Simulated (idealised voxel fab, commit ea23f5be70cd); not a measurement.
A process module follows: voxel spacer lines.
Displayed cross-section: cut, width of 205 nm, square cells sized 5 nm.
Think of the cross-section as a grid of square cells. We describe it in bands, top to bottom, and each band covers one or more rows of those cells.
For a band, the entry starts with two heights in nm, that of the top and then that of the bottom, and carries on with the band's materials in order from left to right, each alongside its width in nm; the word "everywhere" beside a single material means it fills the band edge to edge, and "blank" means empty space.
Heights from 0 (as-received wafer is one material below). Bottom band endless downward, as "0 and below".
With a width like "30->40", each row of cells in the band differs from the next by the same amount, the top row carrying the first number and the bottom row the second.
"nothing got changed", as given for a step, is the statement that not any cell of the cross-section underwent a change during that step.
In the "Voids, fully enclosed" entry, you get each enclosed empty space of 8 cells or more, one with no open way to the top, written width x height at distance, distance from the left edge, in nm.
The remark found on a step's line after its settings is issued by the simulator itself and pertains to that step.
overlay nm: right-of-plan distance of the mask on a masked step; negative values mean left-of-plan.
List of planned process steps:
1 RECEIVE,material Si
2 CONFORMAL_DEP,material Al2O3,thk nm 10
3 DIRECTIONAL_DEP,material SiN,thk nm 10
4 DIRECTIONAL_DEP,material polySi,thk nm 20
5 PATTERN,tone cover,mask id MANDREL,material resist,width nm 20,pitch nm 70,thk nm 30,overlay nm 0
6 DIRECTIONAL_ETCH,etch materials polySi,depth nm 20
7 STRIP,etch materials resist
8 CONFORMAL_DEP,material SiO2,thk nm 15
9 DIRECTIONAL_ETCH,etch materials SiO2,depth nm 15
10 STRIP,etch materials polySi
11 DIRECTIONAL_ETCH,etch materials SiN,depth nm 20
12 STRIP,etch materials SiO2
Wafers differ in thk nm at step 3; plan lists the first wafer's value; identical starting state.
The as-received cross-section of the first of several wafers corresponds to the state after step 1:
	0 and below: Si everywhere
	Voids, fully enclosed: none
Per-wafer rows below. For each material: cells gained (+) or lost (-) since the wafer was received, as of end of module. Then: closed voids:
thk nm 10; +82 Al2O3; +36 SiN; Voids, fully enclosed: none
thk nm 15; +82 Al2O3; +54 SiN; Voids, fully enclosed: none
thk nm 20; +82 Al2O3; +72 SiN; Voids, fully enclosed: none
thk nm 25; +82 Al2O3; +113 SiN; Voids, fully enclosed: none
thk nm 30; +82 Al2O3; +154 SiN; Voids, fully enclosed: none
thk nm 35; +82 Al2O3; +195 SiN; Voids, fully enclosed: none
